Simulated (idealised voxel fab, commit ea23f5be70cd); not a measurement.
process module | voxel wiring stack
Square cell edge 5 nm, section width 185 nm, ID cut.
Format of a cross-section: grid, square cells. Given as bands. Order: top down. Band: one or more rows of cells.
This entry defines a band. It first specifies the height of the band's top and the height of its bottom in nm, and then specifies the band's materials from left to right, stating each material with its width in nm. The word "throughout" identifies a single material that fills the band from edge to edge, while the word "air" identifies empty space.
The reference from which all heights are counted is 0, the level beneath which the as-received wafer is entirely one material; the lowest band, having no lower bound, proceeds downward and is written after the example "0 and below".
Graded width ("30->40"): value in top row of band = first number; value in bottom row = second number; row-to-row change constant.
"stayed the same", as given for a step, is the statement that not any cell of the cross-section underwent a change during that step.
"Enclosed void listing" means: voids of 8 cells or more that are shut off from the top with no open way through. Written width x height at distance, distance from the left edge, in nm.
Note: text after step settings on the step line = simulator remark on that step.
overlay nm: on a step with a mask, how far right of its planned place the mask lay; negative means left.
So the way this works: pairs, before and after one process step. The after picture only goes down to the lowest band that actually changed, nothing below. Step and its settings are under each pair. And watch out, pairs might come from different runs of this module, same starting wafer though, so a pair only follows on from the one above if its "Ex-ante state" entry tells you so.

EX-ANTE STATE
60 down to 50: lowk 30 / air 15 / lowk 75 / air 15 / lowk 50
50 down to 45: SiN throughout
45 down to 20: SiO2 25 / SiCN 5 / Ru 30 / SiCN 5 / SiO2 5 / SiCN 5 / Ru 30 / SiCN 5 / SiO2 5 / SiCN 5 / Ru 30 / SiCN 5 / SiO2 30
20 down to 15: SiCN 30 / TiN 30 / SiCN 15 / TiN 30 / SiCN 15 / TiN 30 / SiCN 35
15 down to 0: SiO2 throughout
0 and below: Si throughout
Enclosed void listing: none

RESULTANT CROSS-SECTION
65 down to 60: SiN 35 / air 5 / SiN 85 / air 5 / SiN 55
60 down to 55: lowk 30 / SiN 5 / air 5 / SiN 5 / lowk 75 / SiN 5 / air 5 / SiN 5 / lowk 50
55 down to 50: lowk 30 / SiN 15 / lowk 75 / SiN 15 / lowk 50
Everything below 50 is unchanged.
Enclosed void listing: none
The process step bridging the two cross-sections above: op CONFORMAL_DEP | material SiN | thk nm 5

Ex-ante state: as shown after the step in the preceding pair, directly above.

RESULTANT CROSS-SECTION
90 down to 80: lowk 35 / air 5 / lowk 85 / air 5 / lowk 55
80 down to 65: lowk throughout
65 down to 60: SiN 35 / lowk 5 / SiN 85 / lowk 5 / SiN 55
60 down to 55: lowk 30 / SiN 5 / lowk 5 / SiN 5 / lowk 75 / SiN 5 / lowk 5 / SiN 5 / lowk 50
Everything below 55 is unchanged.
Enclosed void listing: none
The process step bridging the two cross-sections above: op DIRECTIONAL_DEP | material lowk | thk nm 25

Ex-ante state: as shown after the step in the preceding pair, directly above.

RESULTANT CROSS-SECTION
90 down to 65: lowk 30 / air 30 / lowk 15 / air 30 / lowk 15 / air 30 / lowk 35
65 down to 60: SiN 35 / air 5 / SiN 85 / air 5 / SiN 55
60 down to 55: lowk 30 / SiN 5 / air 5 / SiN 5 / lowk 75 / SiN 5 / air 5 / SiN 5 / lowk 50
Everything below 55 is unchanged.
Enclosed void listing: none
The process step bridging the two cross-sections above: op MASKED_ETCH | tone open | mask id METAL_2 | width nm 30 | pitch nm 45 | etch materials lowk | depth nm 25 | overlay nm 0

Ex-ante state: as shown after the step in the preceding pair, directly above.

RESULTANT CROSS-SECTION
90 down to 65: lowk 30 / air 30 / lowk 15 / air 30 / lowk 15 / air 30 / lowk 35
65 down to 60: SiN 30 / air 30 / SiN 15 / air 30 / SiN 15 / air 30 / SiN 35
60 down to 50: lowk 30 / SiN 5 / air 5 / SiN 5 / lowk 75 / SiN 5 / air 5 / SiN 5 / lowk 50
Everything below 50 is unchanged.
Enclosed void listing: none
The process step bridging the two cross-sections above: op MASKED_ETCH | tone open | mask id METAL_2 | width nm 30 | pitch nm 45 | etch materials SiN | depth nm 5 | overlay nm 0

Ex-ante state: as shown after the step in the preceding pair, directly above.

RESULTANT CROSS-SECTION
95 down to 90: TiN 35 / air 20 / TiN 25 / air 20 / TiN 25 / air 20 / TiN 40
90 down to 65: lowk 30 / TiN 5 / air 20 / TiN 5 / lowk 15 / TiN 5 / air 20 / TiN 5 / lowk 15 / TiN 5 / air 20 / TiN 5 / lowk 35
65 down to 60: SiN 30 / TiN 30 / SiN 15 / TiN 30 / SiN 15 / TiN 30 / SiN 35
60 down to 50: lowk 30 / SiN 5 / TiN 5 / SiN 5 / lowk 75 / SiN 5 / TiN 5 / SiN 5 / lowk 50
Everything below 50 is unchanged.
Enclosed void listing: none
The process step bridging the two cross-sections above: op CONFORMAL_DEP | material TiN | thk nm 5

Ex-ante state: as shown after the step in the preceding pair, directly above.

RESULTANT CROSS-SECTION
100 down to 95: Cu throughout
95 down to 90: TiN 35 / Cu 20 / TiN 25 / Cu 20 / TiN 25 / Cu 20 / TiN 40
90 down to 65: lowk 30 / TiN 5 / Cu 20 / TiN 5 / lowk 15 / TiN 5 / Cu 20 / TiN 5 / lowk 15 / TiN 5 / Cu 20 / TiN 5 / lowk 35
Everything below 65 is unchanged.
Enclosed void listing: none
The process step bridging the two cross-sections above: op FILL_DEP | material Cu | thk nm 5

Ex-ante state: as shown after the step in the preceding pair, directly above.

RESULTANT CROSS-SECTION
90 down to 65: lowk 30 / TiN 5 / Cu 20 / TiN 5 / lowk 15 / TiN 5 / Cu 20 / TiN 5 / lowk 15 / TiN 5 / Cu 20 / TiN 5 / lowk 35
Everything below 65 is unchanged.
Enclosed void listing: none
The process step bridging the two cross-sections above: op CMP | height nm 90

Ex-ante state: as shown after the step in the preceding pair, directly above.

RESULTANT CROSS-SECTION
95 down to 90: air 25 / Ru 40 / air 5 / Ru 40 / air 5 / Ru 40 / air 30
Everything below 90 is unchanged.
Enclosed void listing: none
The process step bridging the two cross-sections above: op EPI | material Ru | thk nm 5

Ex-ante state: as shown after the step in the preceding pair, directly above.

RESULTANT CROSS-SECTION
100 down to 95: SiCN throughout
95 down to 90: SiCN 25 / Ru 40 / SiCN 5 / Ru 40 / SiCN 5 / Ru 40 / SiCN 30
Everything below 90 is unchanged.
Enclosed void listing: none
The process step bridging the two cross-sections above: op FILL_DEP | material SiCN | thk nm 5

Ex-ante state: as shown after the step in the preceding pair, directly above.

RESULTANT CROSS-SECTION
125 down to 100: lowk throughout
Everything below 100 is unchanged.
Enclosed void listing: none
The process step bridging the two cross-sections above: op DIRECTIONAL_DEP | material lowk | thk nm 25

Ex-ante state: as shown after the step in the preceding pair, directly above.

RESULTANT CROSS-SECTION
140 down to 125: aC throughout
Everything below 125 is unchanged.
Enclosed void listing: none
The process step bridging the two cross-sections above: op DIRECTIONAL_DEP | material aC | thk nm 15

Ex-ante state: as shown after the step in the preceding pair, directly above.

RESULTANT CROSS-SECTION
175 down to 140: resist 30 / air 15 / resist 30 / air 15 / resist 30 / air 15 / resist 50
Everything below 140 is unchanged.
Enclosed void listing: none
The process step bridging the two cross-sections above: op PATTERN | tone open | mask id METAL_3_HOLES | material resist | width nm 15 | pitch nm 45 | thk nm 35 | overlay nm 0

Ex-ante state: as shown after the step in the preceding pair, directly above.

RESULTANT CROSS-SECTION
160 down to 140: resist 30 / air 15 / resist 30 / air 15 / resist 30 / air 15 / resist 50
140 down to 125: aC 30 / air 15 / aC 30 / air 15 / aC 30 / air 15 / aC 50
Everything below 125 is unchanged.
Enclosed void listing: none
The process step bridging the two cross-sections above: op DIRECTIONAL_ETCH | etch materials aC | depth nm 15

Ex-ante state: as shown after the step in the preceding pair, directly above.

RESULTANT CROSS-SECTION
140 down to 125: aC 30 / air 15 / aC 30 / air 15 / aC 30 / air 15 / aC 50
Everything below 125 is unchanged.
Enclosed void listing: none
The process step bridging the two cross-sections above: op STRIP | etch materials resist

Ex-ante state: as shown after the step in the preceding pair, directly above.

RESULTANT CROSS-SECTION
140 down to 125: aC 30 / air 15 / aC 30 / air 15 / aC 30 / air 15 / aC 50
125 down to 100: lowk 30 / air 15 / lowk 30 / air 15 / lowk 30 / air 15 / lowk 50
Everything below 100 is unchanged.
Enclosed void listing: none
The process step bridging the two cross-sections above: op DIRECTIONAL_ETCH | etch materials lowk | depth nm 25

Ex-ante state: as shown after the step in the preceding pair, directly above.

RESULTANT CROSS-SECTION
125 down to 100: lowk 30 / air 15 / lowk 30 / air 15 / lowk 30 / air 15 / lowk 50
Everything below 100 is unchanged.
Enclosed void listing: none
The process step bridging the two cross-sections above: op STRIP | etch materials aC

Ex-ante state: as shown after the step in the preceding pair, directly above.

RESULTANT CROSS-SECTION
135 down to 125: aC 30 / air 15 / aC 30 / air 15 / aC 30 / air 15 / aC 50
125 down to 110: lowk 30 / air 15 / lowk 30 / air 15 / lowk 30 / air 15 / lowk 50
110 down to 100: lowk 30 / aC 15 / lowk 30 / aC 15 / lowk 30 / aC 15 / lowk 50
Everything below 100 is unchanged.
Enclosed void listing: none
The process step bridging the two cross-sections above: op DIRECTIONAL_DEP | material aC | thk nm 10

Ex-ante state: as shown after the step in the preceding pair, directly above.

RESULTANT CROSS-SECTION
165 down to 135: resist 30 / air 30 / resist 15 / air 30 / resist 15 / air 30 / resist 35
Everything below 135 is unchanged.
Enclosed void listing: none
The process step bridging the two cross-sections above: op PATTERN | tone open | mask id METAL_3 | material resist | width nm 30 | pitch nm 45 | thk nm 30 | overlay nm 0

Ex-ante state: as shown after the step in the preceding pair, directly above.

RESULTANT CROSS-SECTION
155 down to 135: resist 30 / air 30 / resist 15 / air 30 / resist 15 / air 30 / resist 35
135 down to 125: aC 30 / air 30 / aC 15 / air 30 / aC 15 / air 30 / aC 35
125 down to 100: lowk 30 / air 15 / lowk 30 / air 15 / lowk 30 / air 15 / lowk 50
Everything below 100 is unchanged.
Enclosed void listing: none
The process step bridging the two cross-sections above: op DIRECTIONAL_ETCH | etch materials aC | depth nm 10

Ex-ante state: as shown after the step in the preceding pair, directly above.

RESULTANT CROSS-SECTION
135 down to 125: aC 30 / air 30 / aC 15 / air 30 / aC 15 / air 30 / aC 35
Everything below 125 is unchanged.
Enclosed void listing: none
The process step bridging the two cross-sections above: op STRIP | etch materials resist

Ex-ante state: as shown after the step in the preceding pair, directly above.

RESULTANT CROSS-SECTION
135 down to 125: aC 30 / air 30 / aC 15 / air 30 / aC 15 / air 30 / aC 35
125 down to 110: lowk 30 / air 30 / lowk 15 / air 30 / lowk 15 / air 30 / lowk 35
Everything below 110 is unchanged.
Enclosed void listing: none
The process step bridging the two cross-sections above: op DIRECTIONAL_ETCH | etch materials lowk | depth nm 15

Ex-ante state: as shown after the step in the preceding pair, directly above.

RESULTANT CROSS-SECTION
135 down to 125: aC 30 / air 30 / aC 15 / air 30 / aC 15 / air 30 / aC 35
125 down to 110: lowk 30 / air 30 / lowk 15 / air 30 / lowk 15 / air 30 / lowk 35
110 down to 100: lowk 30 / air 15 / lowk 30 / air 15 / lowk 30 / air 15 / lowk 50
100 down to 95: SiCN 30 / air 15 / SiCN 30 / air 15 / SiCN 30 / air 15 / SiCN 50
Everything below 95 is unchanged.
Enclosed void listing: none
The process step bridging the two cross-sections above: op DIRECTIONAL_ETCH | etch materials SiCN | depth nm 5

Ex-ante state: as shown after the step in the preceding pair, directly above.

RESULTANT CROSS-SECTION
125 down to 110: lowk 30 / air 30 / lowk 15 / air 30 / lowk 15 / air 30 / lowk 35
Everything below 110 is unchanged.
Enclosed void listing: none
The process step bridging the two cross-sections above: op STRIP | etch materials aC

Ex-ante state: as shown after the step in the preceding pair, directly above.

RESULTANT CROSS-SECTION
130 down to 125: TiN 35 / air 20 / TiN 25 / air 20 / TiN 25 / air 20 / TiN 40
125 down to 115: lowk 30 / TiN 5 / air 20 / TiN 5 / lowk 15 / TiN 5 / air 20 / TiN 5 / lowk 15 / TiN 5 / air 20 / TiN 5 / lowk 35
115 down to 110: lowk 30 / TiN 5 / air 5 / TiN 20 / lowk 15 / TiN 5 / air 5 / TiN 20 / lowk 15 / TiN 5 / air 5 / TiN 20 / lowk 35
110 down to 100: lowk 30 / TiN 5 / air 5 / TiN 5 / lowk 30 / TiN 5 / air 5 / TiN 5 / lowk 30 / TiN 5 / air 5 / TiN 5 / lowk 50
100 down to 95: SiCN 30 / TiN 15 / SiCN 30 / TiN 15 / SiCN 30 / TiN 15 / SiCN 50
Everything below 95 is unchanged.
Enclosed void listing: none
The process step bridging the two cross-sections above: op CONFORMAL_DEP | material TiN | thk nm 5

Ex-ante state: as shown after the step in the preceding pair, directly above.

RESULTANT CROSS-SECTION
140 down to 130: Cu throughout
130 down to 125: TiN 35 / Cu 20 / TiN 25 / Cu 20 / TiN 25 / Cu 20 / TiN 40
125 down to 115: lowk 30 / TiN 5 / Cu 20 / TiN 5 / lowk 15 / TiN 5 / Cu 20 / TiN 5 / lowk 15 / TiN 5 / Cu 20 / TiN 5 / lowk 35
115 down to 110: lowk 30 / TiN 5 / Cu 5 / TiN 20 / lowk 15 / TiN 5 / Cu 5 / TiN 20 / lowk 15 / TiN 5 / Cu 5 / TiN 20 / lowk 35
110 down to 100: lowk 30 / TiN 5 / Cu 5 / TiN 5 / lowk 30 / TiN 5 / Cu 5 / TiN 5 / lowk 30 / TiN 5 / Cu 5 / TiN 5 / lowk 50
Everything below 100 is unchanged.
Enclosed void listing: none
The process step bridging the two cross-sections above: op FILL_DEP | material Cu | thk nm 10

Ex-ante state: as shown after the step in the preceding pair, directly above.

RESULTANT CROSS-SECTION
125 down to 115: lowk 30 / TiN 5 / Cu 20 / TiN 5 / lowk 15 / TiN 5 / Cu 20 / TiN 5 / lowk 15 / TiN 5 / Cu 20 / TiN 5 / lowk 35
Everything below 115 is unchanged.
Enclosed void listing: none
The process step bridging the two cross-sections above: op CMP | height nm 125

Ex-ante state: as shown after the step in the preceding pair, directly above.

RESULTANT CROSS-SECTION
130 down to 125: SiN throughout
Everything below 125 is unchanged.
Enclosed void listing: none
The process step bridging the two cross-sections above: op CONFORMAL_DEP | material SiN | thk nm 5

EX-ANTE STATE
45 down to 20: Ru throughout
20 down to 15: TiN throughout
15 down to 0: SiO2 throughout
0 and below: Si throughout
Enclosed void listing: none

RESULTANT CROSS-SECTION
60 down to 45: resist 30 / air 30 / resist 15 / air 30 / resist 15 / air 30 / resist 35
Everything below 45 is unchanged.
Enclosed void listing: none
The process step bridging the two cross-sections above: op PATTERN | tone open | mask id METAL_1 | material resist | width nm 30 | pitch nm 45 | thk nm 15 | overlay nm 0

Ex-ante state: as shown after the step in the preceding pair, directly above.

RESULTANT CROSS-SECTION
60 down to 45: resist 30 / air 30 / resist 15 / air 30 / resist 15 / air 30 / resist 35
45 down to 20: Ru 30 / air 30 / Ru 15 / air 30 / Ru 15 / air 30 / Ru 35
Everything below 20 is unchanged.
Enclosed void listing: none
The process step bridging the two cross-sections above: op DIRECTIONAL_ETCH | etch materials Ru | depth nm 25

Ex-ante state: as shown after the step in the preceding pair, directly above.

RESULTANT CROSS-SECTION
60 down to 45: resist 30 / air 30 / resist 15 / air 30 / resist 15 / air 30 / resist 35
45 down to 20: Ru 30 / air 30 / Ru 15 / air 30 / Ru 15 / air 30 / Ru 35
20 down to 15: TiN 30 / air 30 / TiN 15 / air 30 / TiN 15 / air 30 / TiN 35
Everything below 15 is unchanged.
Enclosed void listing: none
The process step bridging the two cross-sections above: op DIRECTIONAL_ETCH | etch materials TiN | depth nm 5

Ex-ante state: as shown after the step in the preceding pair, directly above.

RESULTANT CROSS-SECTION
45 down to 20: Ru 30 / air 30 / Ru 15 / air 30 / Ru 15 / air 30 / Ru 35
Everything below 20 is unchanged.
Enclosed void listing: none
The process step bridging the two cross-sections above: op STRIP | etch materials resist

Ex-ante state: as shown after the step in the preceding pair, directly above.

RESULTANT CROSS-SECTION
50 down to 45: SiCN 35 / air 20 / SiCN 25 / air 20 / SiCN 25 / air 20 / SiCN 40
45 down to 20: Ru 30 / SiCN 5 / air 20 / SiCN 5 / Ru 15 / SiCN 5 / air 20 / SiCN 5 / Ru 15 / SiCN 5 / air 20 / SiCN 5 / Ru 35
20 down to 15: TiN 30 / SiCN 30 / TiN 15 / SiCN 30 / TiN 15 / SiCN 30 / TiN 35
Everything below 15 is unchanged.
Enclosed void listing: none
The process step bridging the two cross-sections above: op CONFORMAL_DEP | material SiCN | thk nm 5

Ex-ante state: as shown after the step in the preceding pair, directly above.

RESULTANT CROSS-SECTION
55 down to 50: SiO2 throughout
50 down to 45: SiCN 35 / SiO2 20 / SiCN 25 / SiO2 20 / SiCN 25 / SiO2 20 / SiCN 40
45 down to 20: Ru 30 / SiCN 5 / SiO2 20 / SiCN 5 / Ru 15 / SiCN 5 / SiO2 20 / SiCN 5 / Ru 15 / SiCN 5 / SiO2 20 / SiCN 5 / Ru 35
Everything below 20 is unchanged.
Enclosed void listing: none
The process step bridging the two cross-sections above: op FILL_DEP | material SiO2 | thk nm 5

Ex-ante state: as shown after the step in the preceding pair, directly above.

RESULTANT CROSS-SECTION
45 down to 20: Ru 30 / SiCN 5 / SiO2 20 / SiCN 5 / Ru 15 / SiCN 5 / SiO2 20 / SiCN 5 / Ru 15 / SiCN 5 / SiO2 20 / SiCN 5 / Ru 35
Everything below 20 is unchanged.
Enclosed void listing: none
The process step bridging the two cross-sections above: op CMP | height nm 45

Ex-ante state: as shown after the step in the preceding pair, directly above.

RESULTANT CROSS-SECTION
50 down to 45: SiCN throughout
Everything below 45 is unchanged.
Enclosed void listing: none
The process step bridging the two cross-sections above: op CONFORMAL_DEP | material SiCN | thk nm 5

Ex-ante state: as shown after the step in the preceding pair, directly above.

RESULTANT CROSS-SECTION
60 down to 50: lowk throughout
Everything below 50 is unchanged.
Enclosed void listing: none
The process step bridging the two cross-sections above: op DIRECTIONAL_DEP | material lowk | thk nm 10

Ex-ante state: as shown after the step in the preceding pair, directly above.

RESULTANT CROSS-SECTION
75 down to 60: aC throughout
Everything below 60 is unchanged.
Enclosed void listing: none
The process step bridging the two cross-sections above: op DIRECTIONAL_DEP | material aC | thk nm 15

Ex-ante state: as shown after the step in the preceding pair, directly above.

RESULTANT CROSS-SECTION
105 down to 75: resist 30 / air 15 / resist 75 / air 15 / resist 50
Everything below 75 is unchanged.
Enclosed void listing: none
The process step bridging the two cross-sections above: op PATTERN | tone open | mask id PLUG_1 | material resist | width nm 15 | pitch nm 90 | thk nm 30 | overlay nm 0

Ex-ante state: as shown after the step in the preceding pair, directly above.

RESULTANT CROSS-SECTION
90 down to 75: resist 30 / air 15 / resist 75 / air 15 / resist 50
75 down to 60: aC 30 / air 15 / aC 75 / air 15 / aC 50
Everything below 60 is unchanged.
Enclosed void listing: none
The process step bridging the two cross-sections above: op DIRECTIONAL_ETCH | etch materials aC | depth nm 15

Ex-ante state: as shown after the step in the preceding pair, directly above.

RESULTANT CROSS-SECTION
75 down to 60: aC 30 / air 15 / aC 75 / air 15 / aC 50
Everything below 60 is unchanged.
Enclosed void listing: none
The process step bridging the two cross-sections above: op STRIP | etch materials resist

Ex-ante state: as shown after the step in the preceding pair, directly above.

RESULTANT CROSS-SECTION
75 down to 60: aC 30 / air 15 / aC 75 / air 15 / aC 50
60 down to 50: lowk 30 / air 15 / lowk 75 / air 15 / lowk 50
Everything below 50 is unchanged.
Enclosed void listing: none
The process step bridging the two cross-sections above: op DIRECTIONAL_ETCH | etch materials lowk | depth nm 10

Ex-ante state: as shown after the step in the preceding pair, directly above.

RESULTANT CROSS-SECTION
75 down to 60: aC 30 / air 15 / aC 75 / air 15 / aC 50
60 down to 50: lowk 30 / air 15 / lowk 75 / air 15 / lowk 50
50 down to 45: SiCN 30 / air 15 / SiCN 75 / air 15 / SiCN 50
Everything below 45 is unchanged.
Enclosed void listing: none
The process step bridging the two cross-sections above: op DIRECTIONAL_ETCH | etch materials SiCN | depth nm 5

Ex-ante state: as shown after the step in the preceding pair, directly above.

RESULTANT CROSS-SECTION
60 down to 50: lowk 30 / air 15 / lowk 75 / air 15 / lowk 50
Everything below 50 is unchanged.
Enclosed void listing: none
The process step bridging the two cross-sections above: op STRIP | etch materials aC

Ex-ante state: as shown after the step in the preceding pair, directly above.

RESULTANT CROSS-SECTION
65 down to 60: SiN 35 / air 5 / SiN 85 / air 5 / SiN 55
60 down to 50: lowk 30 / SiN 5 / air 5 / SiN 5 / lowk 75 / SiN 5 / air 5 / SiN 5 / lowk 50
50 down to 45: SiCN 30 / SiN 15 / SiCN 75 / SiN 15 / SiCN 50
Everything below 45 is unchanged.
Enclosed void listing: none
The process step bridging the two cross-sections above: op CONFORMAL_DEP | material SiN | thk nm 5

Ex-ante state: as shown after the step in the preceding pair, directly above.

RESULTANT CROSS-SECTION
90 down to 75: lowk 35 / air 5 / lowk 85 / air 5 / lowk 55
75 down to 65: lowk throughout
65 down to 60: SiN 35 / lowk 5 / SiN 85 / lowk 5 / SiN 55
60 down to 50: lowk 30 / SiN 5 / lowk 5 / SiN 5 / lowk 75 / SiN 5 / lowk 5 / SiN 5 / lowk 50
Everything below 50 is unchanged.
Enclosed void listing: none
The process step bridging the two cross-sections above: op DIRECTIONAL_DEP | material lowk | thk nm 25

Ex-ante state: as shown after the step in the preceding pair, directly above.

RESULTANT CROSS-SECTION
90 down to 65: lowk 30 / air 30 / lowk 15 / air 30 / lowk 15 / air 30 / lowk 35
65 down to 60: SiN 35 / air 5 / SiN 85 / air 5 / SiN 55
60 down to 50: lowk 30 / SiN 5 / air 5 / SiN 5 / lowk 75 / SiN 5 / air 5 / SiN 5 / lowk 50
Everything below 50 is unchanged.
Enclosed void listing: none
The process step bridging the two cross-sections above: op MASKED_ETCH | tone open | mask id METAL_2 | width nm 30 | pitch nm 45 | etch materials lowk | depth nm 25 | overlay nm 0

Ex-ante state: as shown after the step in the preceding pair, directly above.

RESULTANT CROSS-SECTION
90 down to 65: lowk 30 / air 30 / lowk 15 / air 30 / lowk 15 / air 30 / lowk 35
65 down to 60: SiN 30 / air 30 / SiN 15 / air 30 / SiN 15 / air 30 / SiN 35
60 down to 50: lowk 30 / SiN 5 / air 5 / SiN 5 / lowk 75 / SiN 5 / air 5 / SiN 5 / lowk 50
50 down to 45: SiCN 30 / SiN 5 / air 5 / SiN 5 / SiCN 75 / SiN 5 / air 5 / SiN 5 / SiCN 50
Everything below 45 is unchanged.
Enclosed void listing: none
The process step bridging the two cross-sections above: op MASKED_ETCH | tone open | mask id METAL_2 | width nm 30 | pitch nm 45 | etch materials SiN | depth nm 5 | overlay nm 0

Ex-ante state: as shown after the step in the preceding pair, directly above.

RESULTANT CROSS-SECTION
95 down to 90: TiN 35 / air 20 / TiN 25 / air 20 / TiN 25 / air 20 / TiN 40
90 down to 65: lowk 30 / TiN 5 / air 20 / TiN 5 / lowk 15 / TiN 5 / air 20 / TiN 5 / lowk 15 / TiN 5 / air 20 / TiN 5 / lowk 35
65 down to 60: SiN 30 / TiN 30 / SiN 15 / TiN 30 / SiN 15 / TiN 30 / SiN 35
60 down to 50: lowk 30 / SiN 5 / TiN 5 / SiN 5 / lowk 75 / SiN 5 / TiN 5 / SiN 5 / lowk 50
50 down to 45: SiCN 30 / SiN 5 / TiN 5 / SiN 5 / SiCN 75 / SiN 5 / TiN 5 / SiN 5 / SiCN 50
Everything below 45 is unchanged.
Enclosed void listing: none
The process step bridging the two cross-sections above: op CONFORMAL_DEP | material TiN | thk nm 5

Ex-ante state: as shown after the step in the preceding pair, directly above.

RESULTANT CROSS-SECTION
100 down to 95: Cu throughout
95 down to 90: TiN 35 / Cu 20 / TiN 25 / Cu 20 / TiN 25 / Cu 20 / TiN 40
90 down to 65: lowk 30 / TiN 5 / Cu 20 / TiN 5 / lowk 15 / TiN 5 / Cu 20 / TiN 5 / lowk 15 / TiN 5 / Cu 20 / TiN 5 / lowk 35
Everything below 65 is unchanged.
Enclosed void listing: none
The process step bridging the two cross-sections above: op FILL_DEP | material Cu | thk nm 5

Ex-ante state: as shown after the step in the preceding pair, directly above.

RESULTANT CROSS-SECTION
90 down to 65: lowk 30 / TiN 5 / Cu 20 / TiN 5 / lowk 15 / TiN 5 / Cu 20 / TiN 5 / lowk 15 / TiN 5 / Cu 20 / TiN 5 / lowk 35
Everything below 65 is unchanged.
Enclosed void listing: none
The process step bridging the two cross-sections above: op CMP | height nm 90

Ex-ante state: as shown after the step in the preceding pair, directly above.

RESULTANT CROSS-SECTION
95 down to 90: air 25 / Ru 40 / air 5 / Ru 40 / air 5 / Ru 40 / air 30
Everything below 90 is unchanged.
Enclosed void listing: none
The process step bridging the two cross-sections above: op EPI | material Ru | thk nm 5

Ex-ante state: as shown after the step in the preceding pair, directly above.

RESULTANT CROSS-SECTION
100 down to 95: SiCN throughout
95 down to 90: SiCN 25 / Ru 40 / SiCN 5 / Ru 40 / SiCN 5 / Ru 40 / SiCN 30
Everything below 90 is unchanged.
Enclosed void listing: none
The process step bridging the two cross-sections above: op FILL_DEP | material SiCN | thk nm 5

Ex-ante state: as shown after the step in the preceding pair, directly above.

RESULTANT CROSS-SECTION
125 down to 100: lowk throughout
Everything below 100 is unchanged.
Enclosed void listing: none
The process step bridging the two cross-sections above: op DIRECTIONAL_DEP | material lowk | thk nm 25

Ex-ante state: as shown after the step in the preceding pair, directly above.

RESULTANT CROSS-SECTION
140 down to 125: aC throughout
Everything below 125 is unchanged.
Enclosed void listing: none
The process step bridging the two cross-sections above: op DIRECTIONAL_DEP | material aC | thk nm 15

Ex-ante state: as shown after the step in the preceding pair, directly above.

RESULTANT CROSS-SECTION
175 down to 140: resist 30 / air 15 / resist 30 / air 15 / resist 30 / air 15 / resist 50
Everything below 140 is unchanged.
Enclosed void listing: none
The process step bridging the two cross-sections above: op PATTERN | tone open | mask id METAL_3_HOLES | material resist | width nm 15 | pitch nm 45 | thk nm 35 | overlay nm 0

Ex-ante state: as shown after the step in the preceding pair, directly above.

RESULTANT CROSS-SECTION
160 down to 140: resist 30 / air 15 / resist 30 / air 15 / resist 30 / air 15 / resist 50
140 down to 125: aC 30 / air 15 / aC 30 / air 15 / aC 30 / air 15 / aC 50
Everything below 125 is unchanged.
Enclosed void listing: none
The process step bridging the two cross-sections above: op DIRECTIONAL_ETCH | etch materials aC | depth nm 15

Ex-ante state: as shown after the step in the preceding pair, directly above.

RESULTANT CROSS-SECTION
140 down to 125: aC 30 / air 15 / aC 30 / air 15 / aC 30 / air 15 / aC 50
Everything below 125 is unchanged.
Enclosed void listing: none
The process step bridging the two cross-sections above: op STRIP | etch materials resist

Ex-ante state: as shown after the step in the preceding pair, directly above.

RESULTANT CROSS-SECTION
140 down to 125: aC 30 / air 15 / aC 30 / air 15 / aC 30 / air 15 / aC 50
125 down to 100: lowk 30 / air 15 / lowk 30 / air 15 / lowk 30 / air 15 / lowk 50
Everything below 100 is unchanged.
Enclosed void listing: none
The process step bridging the two cross-sections above: op DIRECTIONAL_ETCH | etch materials lowk | depth nm 25

Ex-ante state: as shown after the step in the preceding pair, directly above.

RESULTANT CROSS-SECTION
125 down to 100: lowk 30 / air 15 / lowk 30 / air 15 / lowk 30 / air 15 / lowk 50
Everything below 100 is unchanged.
Enclosed void listing: none
The process step bridging the two cross-sections above: op STRIP | etch materials aC

Ex-ante state: as shown after the step in the preceding pair, directly above.

RESULTANT CROSS-SECTION
135 down to 125: aC 30 / air 15 / aC 30 / air 15 / aC 30 / air 15 / aC 50
125 down to 110: lowk 30 / air 15 / lowk 30 / air 15 / lowk 30 / air 15 / lowk 50
110 down to 100: lowk 30 / aC 15 / lowk 30 / aC 15 / lowk 30 / aC 15 / lowk 50
Everything below 100 is unchanged.
Enclosed void listing: none
The process step bridging the two cross-sections above: op DIRECTIONAL_DEP | material aC | thk nm 10

Ex-ante state: as shown after the step in the preceding pair, directly above.

RESULTANT CROSS-SECTION
165 down to 135: resist 30 / air 30 / resist 15 / air 30 / resist 15 / air 30 / resist 35
Everything below 135 is unchanged.
Enclosed void listing: none
The process step bridging the two cross-sections above: op PATTERN | tone open | mask id METAL_3 | material resist | width nm 30 | pitch nm 45 | thk nm 30 | overlay nm 0

Ex-ante state: as shown after the step in the preceding pair, directly above.

RESULTANT CROSS-SECTION
155 down to 135: resist 30 / air 30 / resist 15 / air 30 / resist 15 / air 30 / resist 35
135 down to 125: aC 30 / air 30 / aC 15 / air 30 / aC 15 / air 30 / aC 35
125 down to 100: lowk 30 / air 15 / lowk 30 / air 15 / lowk 30 / air 15 / lowk 50
Everything below 100 is unchanged.
Enclosed void listing: none
The process step bridging the two cross-sections above: op DIRECTIONAL_ETCH | etch materials aC | depth nm 10

Ex-ante state: as shown after the step in the preceding pair, directly above.

RESULTANT CROSS-SECTION
135 down to 125: aC 30 / air 30 / aC 15 / air 30 / aC 15 / air 30 / aC 35
Everything below 125 is unchanged.
Enclosed void listing: none
The process step bridging the two cross-sections above: op STRIP | etch materials resist

Ex-ante state: as shown after the step in the preceding pair, directly above.

RESULTANT CROSS-SECTION
135 down to 125: aC 30 / air 30 / aC 15 / air 30 / aC 15 / air 30 / aC 35
125 down to 110: lowk 30 / air 30 / lowk 15 / air 30 / lowk 15 / air 30 / lowk 35
Everything below 110 is unchanged.
Enclosed void listing: none
The process step bridging the two cross-sections above: op DIRECTIONAL_ETCH | etch materials lowk | depth nm 15

Ex-ante state: as shown after the step in the preceding pair, directly above.

RESULTANT CROSS-SECTION
135 down to 125: aC 30 / air 30 / aC 15 / air 30 / aC 15 / air 30 / aC 35
125 down to 110: lowk 30 / air 30 / lowk 15 / air 30 / lowk 15 / air 30 / lowk 35
110 down to 100: lowk 30 / air 15 / lowk 30 / air 15 / lowk 30 / air 15 / lowk 50
100 down to 95: SiCN 30 / air 15 / SiCN 30 / air 15 / SiCN 30 / air 15 / SiCN 50
Everything below 95 is unchanged.
Enclosed void listing: none
The process step bridging the two cross-sections above: op DIRECTIONAL_ETCH | etch materials SiCN | depth nm 5

Ex-ante state: as shown after the step in the preceding pair, directly above.

RESULTANT CROSS-SECTION
125 down to 110: lowk 30 / air 30 / lowk 15 / air 30 / lowk 15 / air 30 / lowk 35
Everything below 110 is unchanged.
Enclosed void listing: none
The process step bridging the two cross-sections above: op STRIP | etch materials aC
